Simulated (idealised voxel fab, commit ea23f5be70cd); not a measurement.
process module | voxel air gaps
cross-section cut | 270 nm wide | cells 5 nm
A cross-section is a grid of square cells, given in bands from the top down. A band is one or more rows of cells.
Each band's line starts with the height of the band's top and of its bottom, in nm. Then come its materials from left to right, each with its width in nm. One material with "throughout" fills the band from edge to edge. "air" is empty space.
Height 0 is the level under which the wafer as received is all one material. The lowest band goes on downwards, as in "0 down".
A width such as "30 to 40" changes by the same amount from each row of cells to the next, from the band's top row to its bottom row.
"no change" after a step means that no cell of the cross-section changed.
closed voids: empty space of 8 cells or more with no open way to the top, each as width x height at its distance from the left edge, in nm
after a step's settings: what the simulator itself notes on the step
overlay nm, on a step with a mask: how far to the right of its planned place the mask lay; to the left if negative
plan
1 op RECEIVE | material Si
2 op CONFORMAL_DEP | material SiO2 | thk nm 10
3 op CONFORMAL_DEP | material SiCN | thk nm 5
4 op DIRECTIONAL_DEP | material lowk | thk nm 40
5 op DIRECTIONAL_DEP | material aC | thk nm 15
6 op PATTERN | tone open | mask id LINES | material resist | width nm 15 | pitch nm 40 | thk nm 35 | overlay nm 0
7 op DIRECTIONAL_ETCH | etch materials aC | depth nm 15
8 op STRIP | etch materials resist
9 op DIRECTIONAL_ETCH | etch materials lowk | depth nm 40
10 op STRIP | etch materials aC
11 op CONFORMAL_DEP | material TiN | thk nm 5
12 op FILL_DEP | material W | thk nm 10
13 op CMP | height nm 55
14 op EPI | material Ru | thk nm 10
15 op SELECTIVE_ETCH | etch materials lowk | depth nm 50
16 op CONFORMAL_DEP | material SiCN | thk nm 5
as received, after step 1
  0 down: Si throughout
  closed voids: none
first wafer at the end, as planned
  70 to 65: air 70 | SiCN 125 | air 75
  65 to 55: air 70 | SiCN 5 | Ru 35 | SiCN 5 | Ru 35 | SiCN 5 | Ru 35 | SiCN 5 | air 75
  55 to 50: air 70 | SiCN 15 | TiN 5 | W 5 | TiN 5 | SiCN 25 | TiN 5 | W 5 | TiN 5 | SiCN 25 | TiN 5 | W 5 | TiN 5 | SiCN 15 | air 75
  50 to 20: air 80 | SiCN 5 | TiN 5 | W 5 | TiN 5 | SiCN 5 | air 15 | SiCN 5 | TiN 5 | W 5 | TiN 5 | SiCN 5 | air 15 | SiCN 5 | TiN 5 | W 5 | TiN 5 | SiCN 5 | air 85
  20 to 15: SiCN 85 | TiN 15 | SiCN 25 | TiN 15 | SiCN 25 | TiN 15 | SiCN 90
  15 to 10: SiCN throughout
  10 to 0: SiO2 throughout
  0 down: Si throughout
  closed voids: 15 x 30 at 105; 15 x 30 at 145
second wafer at the end: like start, like plan, one mistake
  70 to 65: SiCN throughout
  65 to 55: Ru throughout
  55 to 50: TiN 90 | W 5 | TiN 35 | W 5 | TiN 35 | W 5 | TiN 95
  50 to 15: lowk 85 | TiN 5 | W 5 | TiN 5 | lowk 25 | TiN 5 | W 5 | TiN 5 | lowk 25 | TiN 5 | W 5 | TiN 5 | lowk 90
  15 to 10: lowk 85 | TiN 15 | lowk 25 | TiN 15 | lowk 25 | TiN 15 | lowk 90
  10 to 5: SiCN throughout
  5 to 0: SiO2 throughout
  0 down: Si throughout
  closed voids: none
what went wrong: step 2 ran as: op CONFORMAL_DEP | material SiO2 | thk nm 5
at the end the second wafer has, in cells: 66 more of Ru | 76 fewer of SiCN | 54 fewer of SiO2 | 51 more of TiN | 3 more of W | 360 more of lowk
closed voids at the end (first wafer, second wafer): 2, 0
